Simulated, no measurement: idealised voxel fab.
Herein follows the process module entitled voxel air gaps.
The cross-section on display is named cut; it measures 205 nm wide, and its cells are 5 nm squares.
A cross-section is a grid of square cells, given in bands from the top down. A band is one or more rows of cells. Heights first: top, then bottom, in nm. Then materials, left to right, each with a width in nm. "full width" on a single material: fills the band edge to edge. "air": empty space. Height datum 0, below which the as-received substrate wafer is one material. Lowest band open at the bottom, running downward: "from 0 down". The expression "30->40" gives the width at the extremes of the band, the first number at its top row of cells and the second at its bottom row, with the width changing by equal amounts from each row to the next in between. Basically "stayed the same" means that step didn't change any cell in the cross-section. The entry "Completely enclosed voids" lists the empty spaces that cover at least 8 cells and have no open path to the top. Each is written as width x height at distance, where the distance is measured from the left edge and all three values are in nm. It should be noted that, on the line of a given step, the content following the step's settings is a remark produced by the simulator itself with respect to that step. overlay nm: step with mask; distance mask lay right of planned place; negative value = left of planned place.

The steps planned for the process are as follows
1,RECEIVE with material Si
2,CONFORMAL_DEP with material SiO2, thk nm 10
3,CONFORMAL_DEP with material SiCN, thk nm 5
4,DIRECTIONAL_DEP with material SiO2, thk nm 30
5,PATTERN with tone open, mask id LINES, material resist, width nm 20, pitch nm 45, thk nm 20, overlay nm -15
6,DIRECTIONAL_ETCH with etch materials SiO2, depth nm 30
7,STRIP with etch materials resist
8,CONFORMAL_DEP with material TiN, thk nm 5
9,FILL_DEP with material Cu, thk nm 10
10,CMP with height nm 45
11,EPI with material Ru, thk nm 10
12,SELECTIVE_ETCH with etch materials SiO2, depth nm 40
13,CONFORMAL_DEP with material SiCN, thk nm 5
Same starting wafers, different overlay nm at step 5. Plan value belongs to the first wafer.

This is how the first of several wafers looked in cross-section when it arrived, which is after step 1
- from 0 down: Si full width
- Completely enclosed voids: none

So in this table every wafer gets its own row, and what you see is where it stands at the end of the module: for each material, how many cells it picked up (+) or gave up (-) since we received it, and after that its closed voids
overlay nm -15 | +30 Cu | +48 Ru | +146 SiCN | +82 SiO2 | +42 TiN | Completely enclosed voids: 15 x 20 at 55; 15 x 20 at 100
overlay nm -10 | +30 Cu | +48 Ru | +146 SiCN | +82 SiO2 | +42 TiN | Completely enclosed voids: 15 x 20 at 60; 15 x 20 at 105
overlay nm -5 | +30 Cu | +48 Ru | +146 SiCN | +82 SiO2 | +42 TiN | Completely enclosed voids: 15 x 20 at 65; 15 x 20 at 110
overlay nm 0 | +30 Cu | +48 Ru | +146 SiCN | +82 SiO2 | +42 TiN | Completely enclosed voids: 15 x 20 at 70; 15 x 20 at 115
overlay nm 5 | +30 Cu | +48 Ru | +146 SiCN | +82 SiO2 | +42 TiN | Completely enclosed voids: 15 x 20 at 75; 15 x 20 at 120
overlay nm 10 | +30 Cu | +48 Ru | +146 SiCN | +82 SiO2 | +42 TiN | Completely enclosed voids: 15 x 20 at 80; 15 x 20 at 125
overlay nm 15 | +30 Cu | +48 Ru | +146 SiCN | +82 SiO2 | +42 TiN | Completely enclosed voids: 15 x 20 at 85; 15 x 20 at 130
